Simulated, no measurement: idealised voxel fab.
Process module, titled voxel lift off
Section shown: cut. Width: 215 nm. Cell size: 5 nm, square.
Notation: cross-section as square-cell grid; stated in bands, top first, going down; one or more cell rows per band. First you get the band's top height and its bottom height, in nm, and then the materials it's made of, left to right, with each width in nm. If you see a single material with "edge to edge", that one covers the band edge to edge. "air" is empty space. Note: height 0 marks the level under which the wafer is uniformly one material as received. Lowest band unbounded below, written "0..down". Think of "30->40" as a width that walks from the first number to the second as you go down the band, top row to bottom row, taking equal-sized steps from row to row. For the purposes of this document, the phrase "everything unchanged" attached to a step denotes that no cell within the cross-section was modified by that step. Reported under the label "Unvented cavities" are the empty spaces having no open way to the top and comprising 8 cells or more; the notation for each is width x height at distance, in which the distance is measured from the left edge and all three values are in nm. What comes after the settings on a step's line is commentary from the simulator itself on that step. Steps that use a mask can have "overlay nm" on their line. It says how far the mask sat to the right of where it was meant to be. Negative means to the left.

Process steps foreseen in the plan:
1) RECEIVE | material Si
2) CONFORMAL_DEP | material Al2O3 | thk nm 5
3) PATTERN | tone open | mask id LINES | material resist | width nm 15 | pitch nm 45 | thk nm 20 | overlay nm 0
4) DIRECTIONAL_DEP | material Ru | thk nm 10
5) STRIP | etch materials resist
6) CONFORMAL_DEP | material SiCN | thk nm 10
Same starting wafers, different width nm at step 3. Plan value belongs to the first wafer.

Cut through the first of several wafers as received, post step 1:
    0..down: Si edge to edge
    Unvented cavities: none

Here is how to read the rows: every wafer has a row, and it shows the wafer at the end of the module, giving for each material how many cells were gained (+) or lost (-) since the wafer was received, then listing its closed voids:
width nm 15 | +43 Al2O3 | +18 Ru | +110 SiCN | Unvented cavities: none
width nm 20 | +43 Al2O3 | +24 Ru | +110 SiCN | Unvented cavities: none
width nm 25 | +43 Al2O3 | +30 Ru | +110 SiCN | Unvented cavities: none
width nm 30 | +43 Al2O3 | +36 Ru | +106 SiCN | Unvented cavities: none
